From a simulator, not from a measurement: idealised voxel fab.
process module | voxel trench capacitor
cross-section cut | 245 nm wide | cells 5 nm
A cross-section is a grid of square cells, given in bands from the top down. A band is one or more rows of cells.
Each band's line starts with the height of the band's top and of its bottom, in nm. Then come its materials from left to right, each with its width in nm. One material with "throughout" fills the band from edge to edge. "air" is empty space.
Height 0 is the level under which the wafer as received is all one material. The lowest band goes on downwards, as in "0 down".
A width such as "30 to 40" changes by the same amount from each row of cells to the next, from the band's top row to its bottom row.
"no change" after a step means that no cell of the cross-section changed.
closed voids: empty space of 8 cells or more with no open way to the top, each as width x height at its distance from the left edge, in nm
after a step's settings: what the simulator itself notes on the step
overlay nm, on a step with a mask: how far to the right of its planned place the mask lay; to the left if negative
plan
1 op RECEIVE | material Si
2 op CONFORMAL_DEP | material SiN | thk nm 10
3 op MASKED_ETCH | tone open | mask id TRENCH | width nm 15 | pitch nm 30 | etch materials SiN | depth nm 10 | overlay nm 0
4 op MASKED_ETCH | tone open | mask id TRENCH | width nm 15 | pitch nm 30 | etch materials Si | depth nm 30 | overlay nm 0
5 op CONFORMAL_DEP | material Al2O3 | thk nm 5
6 op FILL_DEP | material polySi | thk nm 5
7 op CMP | height nm 10
first wafer, as planned
as received, after step 1
  0 down: Si throughout
  closed voids: none
after step 2
  10 to 0: SiN throughout
  below 0: unchanged
after step 3
  10 to 0: SiN 70 | air 15 | SiN 15 | air 15 | SiN 15 | air 15 | SiN 15 | air 15 | SiN 70
  below 0: unchanged
after step 4
  10 to 0: SiN 70 | air 15 | SiN 15 | air 15 | SiN 15 | air 15 | SiN 15 | air 15 | SiN 70
  0 to -30: Si 70 | air 15 | Si 15 | air 15 | Si 15 | air 15 | Si 15 | air 15 | Si 70
  below -30: unchanged
after step 5
  15 to 10: Al2O3 75 | air 5 | Al2O3 25 | air 5 | Al2O3 25 | air 5 | Al2O3 25 | air 5 | Al2O3 75
  10 to 0: SiN 70 | Al2O3 5 | air 5 | Al2O3 5 | SiN 15 | Al2O3 5 | air 5 | Al2O3 5 | SiN 15 | Al2O3 5 | air 5 | Al2O3 5 | SiN 15 | Al2O3 5 | air 5 | Al2O3 5 | SiN 70
  0 to -25: Si 70 | Al2O3 5 | air 5 | Al2O3 5 | Si 15 | Al2O3 5 | air 5 | Al2O3 5 | Si 15 | Al2O3 5 | air 5 | Al2O3 5 | Si 15 | Al2O3 5 | air 5 | Al2O3 5 | Si 70
  -25 to -30: Si 70 | Al2O3 15 | Si 15 | Al2O3 15 | Si 15 | Al2O3 15 | Si 15 | Al2O3 15 | Si 70
  below -30: unchanged
after step 6
  20 to 15: polySi throughout
  15 to 10: Al2O3 75 | polySi 5 | Al2O3 25 | polySi 5 | Al2O3 25 | polySi 5 | Al2O3 25 | polySi 5 | Al2O3 75
  10 to 0: SiN 70 | Al2O3 5 | polySi 5 | Al2O3 5 | SiN 15 | Al2O3 5 | polySi 5 | Al2O3 5 | SiN 15 | Al2O3 5 | polySi 5 | Al2O3 5 | SiN 15 | Al2O3 5 | polySi 5 | Al2O3 5 | SiN 70
  0 to -25: Si 70 | Al2O3 5 | polySi 5 | Al2O3 5 | Si 15 | Al2O3 5 | polySi 5 | Al2O3 5 | Si 15 | Al2O3 5 | polySi 5 | Al2O3 5 | Si 15 | Al2O3 5 | polySi 5 | Al2O3 5 | Si 70
  below -25: unchanged
after step 7
  10 to 0: SiN 70 | Al2O3 5 | polySi 5 | Al2O3 5 | SiN 15 | Al2O3 5 | polySi 5 | Al2O3 5 | SiN 15 | Al2O3 5 | polySi 5 | Al2O3 5 | SiN 15 | Al2O3 5 | polySi 5 | Al2O3 5 | SiN 70
  below 0: unchanged
second wafer: like start, like plan, one mistake. Through step 2 it matches the first wafer
when step 3 should have ended
  10 to 0: SiN 60 | air 15 | SiN 15 | air 15 | SiN 15 | air 15 | SiN 15 | air 15 | SiN 80
  below 0: unchanged
when step 4 should have ended
  10 to 0: SiN 60 | air 15 | SiN 15 | air 15 | SiN 15 | air 15 | SiN 15 | air 15 | SiN 80
  0 to -30: Si 70 | air 5 | Si 25 | air 5 | Si 25 | air 5 | Si 25 | air 5 | Si 80
  below -30: unchanged
when step 5 should have ended
  15 to 10: Al2O3 65 | air 5 | Al2O3 25 | air 5 | Al2O3 25 | air 5 | Al2O3 25 | air 5 | Al2O3 85
  10 to 5: SiN 60 | Al2O3 5 | air 5 | Al2O3 5 | SiN 15 | Al2O3 5 | air 5 | Al2O3 5 | SiN 15 | Al2O3 5 | air 5 | Al2O3 5 | SiN 15 | Al2O3 5 | air 5 | Al2O3 5 | SiN 80
  5 to 0: SiN 60 | Al2O3 15 | SiN 15 | Al2O3 15 | SiN 15 | Al2O3 15 | SiN 15 | Al2O3 15 | SiN 80
  0 to -30: Si 70 | Al2O3 5 | Si 25 | Al2O3 5 | Si 25 | Al2O3 5 | Si 25 | Al2O3 5 | Si 80
  below -30: unchanged
when step 6 should have ended
  20 to 15: polySi throughout
  15 to 10: Al2O3 65 | polySi 5 | Al2O3 25 | polySi 5 | Al2O3 25 | polySi 5 | Al2O3 25 | polySi 5 | Al2O3 85
  10 to 5: SiN 60 | Al2O3 5 | polySi 5 | Al2O3 5 | SiN 15 | Al2O3 5 | polySi 5 | Al2O3 5 | SiN 15 | Al2O3 5 | polySi 5 | Al2O3 5 | SiN 15 | Al2O3 5 | polySi 5 | Al2O3 5 | SiN 80
  below 5: unchanged
when step 7 should have ended
  10 to 5: SiN 60 | Al2O3 5 | polySi 5 | Al2O3 5 | SiN 15 | Al2O3 5 | polySi 5 | Al2O3 5 | SiN 15 | Al2O3 5 | polySi 5 | Al2O3 5 | SiN 15 | Al2O3 5 | polySi 5 | Al2O3 5 | SiN 80
  below 5: unchanged
what went wrong: step 3 ran as: op MASKED_ETCH | tone open | mask id TRENCH | width nm 15 | pitch nm 30 | etch materials SiN | depth nm 10 | overlay nm -10
at the end the second wafer has, in cells: 24 fewer of Al2O3 | 48 more of Si | 24 fewer of polySi
